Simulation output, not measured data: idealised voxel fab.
process module | voxel ribs on slabs
cross-section cut | 215 nm wide | cells 5 nm
A cross-section is a grid of square cells, given in bands from the top down. A band is one or more rows of cells.
Each band's line starts with the height of the band's top and of its bottom, in nm. Then come its materials from left to right, each with its width in nm. One material with "throughout" fills the band from edge to edge. "air" is empty space.
Height 0 is the level under which the wafer as received is all one material. The lowest band goes on downwards, as in "0 down".
A width such as "30 to 40" changes by the same amount from each row of cells to the next, from the band's top row to its bottom row.
"no change" after a step means that no cell of the cross-section changed.
closed voids: empty space of 8 cells or more with no open way to the top, each as width x height at its distance from the left edge, in nm
after a step's settings: what the simulator itself notes on the step
overlay nm, on a step with a mask: how far to the right of its planned place the mask lay; to the left if negative
plan
1 op RECEIVE | material Si
2 op DIRECTIONAL_DEP | material SiO2 | thk nm 25
3 op DIRECTIONAL_DEP | material SiN | thk nm 15
4 op PATTERN | tone cover | mask id RIB | material resist | width nm 25 | thk nm 15 | overlay nm 0
5 op DIRECTIONAL_ETCH | etch materials SiN | depth nm 5
6 op STRIP | etch materials resist
7 op PATTERN | tone cover | mask id SLAB | material resist | width nm 55 | thk nm 15 | overlay nm 0
8 op DIRECTIONAL_ETCH | etch materials SiN | depth nm 10
9 op STRIP | etch materials resist
10 op FILL_DEP | material SiO2 | thk nm 25
11 op CMP | height nm 60
12 op DIRECTIONAL_DEP | material TiN | thk nm 10
13 op DIRECTIONAL_DEP | material aC | thk nm 15
14 op PATTERN | tone cover | mask id HEATER | material resist | width nm 35 | thk nm 35 | overlay nm 0
15 op DIRECTIONAL_ETCH | etch materials aC | depth nm 15
16 op STRIP | etch materials resist
17 op DIRECTIONAL_ETCH | etch materials TiN | depth nm 10
18 op STRIP | etch materials aC
19 op CONFORMAL_DEP | material SiO2 | thk nm 10
first wafer, as planned
as received, after step 1
  0 down: Si throughout
  closed voids: none
after step 2
  25 to 0: SiO2 throughout
  below 0: unchanged
after step 3
  40 to 25: SiN throughout
  below 25: unchanged
after step 4
  55 to 40: air 95 | resist 25 | air 95
  below 40: unchanged
after step 5
  55 to 40: air 95 | resist 25 | air 95
  40 to 35: air 95 | SiN 25 | air 95
  below 35: unchanged
after step 6
  40 to 35: air 95 | SiN 25 | air 95
  below 35: unchanged
after step 7
  55 to 40: air 80 | resist 55 | air 80
  40 to 35: air 80 | resist 15 | SiN 25 | resist 15 | air 80
  below 35: unchanged
after step 8
  55 to 40: air 80 | resist 55 | air 80
  40 to 35: air 80 | resist 15 | SiN 25 | resist 15 | air 80
  35 to 25: air 80 | SiN 55 | air 80
  below 25: unchanged
after step 9
  40 to 35: air 95 | SiN 25 | air 95
  below 35: unchanged
after step 10
  65 to 40: SiO2 throughout
  40 to 35: SiO2 95 | SiN 25 | SiO2 95
  35 to 25: SiO2 80 | SiN 55 | SiO2 80
  below 25: unchanged
after step 11
  60 to 40: SiO2 throughout
  below 40: unchanged
after step 12
  70 to 60: TiN throughout
  below 60: unchanged
after step 13
  85 to 70: aC throughout
  below 70: unchanged
after step 14
  120 to 85: air 90 | resist 35 | air 90
  below 85: unchanged
after step 15
  105 to 85: air 90 | resist 35 | air 90
  85 to 70: air 90 | aC 35 | air 90
  below 70: unchanged
after step 16
  85 to 70: air 90 | aC 35 | air 90
  below 70: unchanged
after step 17
  85 to 70: air 90 | aC 35 | air 90
  70 to 60: air 90 | TiN 35 | air 90
  below 60: unchanged
after step 18
  70 to 60: air 90 | TiN 35 | air 90
  below 60: unchanged
after step 19
  80 to 70: air 80 | SiO2 55 | air 80
  70 to 60: SiO2 90 | TiN 35 | SiO2 90
  below 60: unchanged
second wafer: like start, like plan, one mistake. Through step 12 it matches the first wafer
when step 13 should have ended
  85 to 70: SiO2 throughout
  below 70: unchanged
when step 14 should have ended
  120 to 85: air 90 | resist 35 | air 90
  below 85: unchanged
when step 15 should have ended
  105 to 85: air 90 | resist 35 | air 90
  below 85: unchanged
when step 16 should have ended
  85 to 70: SiO2 throughout
  below 70: unchanged
when step 17 should have ended: no change
when step 18 should have ended: no change
when step 19 should have ended
  95 to 70: SiO2 throughout
  below 70: unchanged
what went wrong: step 13 ran as: op DIRECTIONAL_DEP | material SiO2 | thk nm 15
at the end the second wafer has, in cells: 121 more of SiO2 | 72 more of TiN
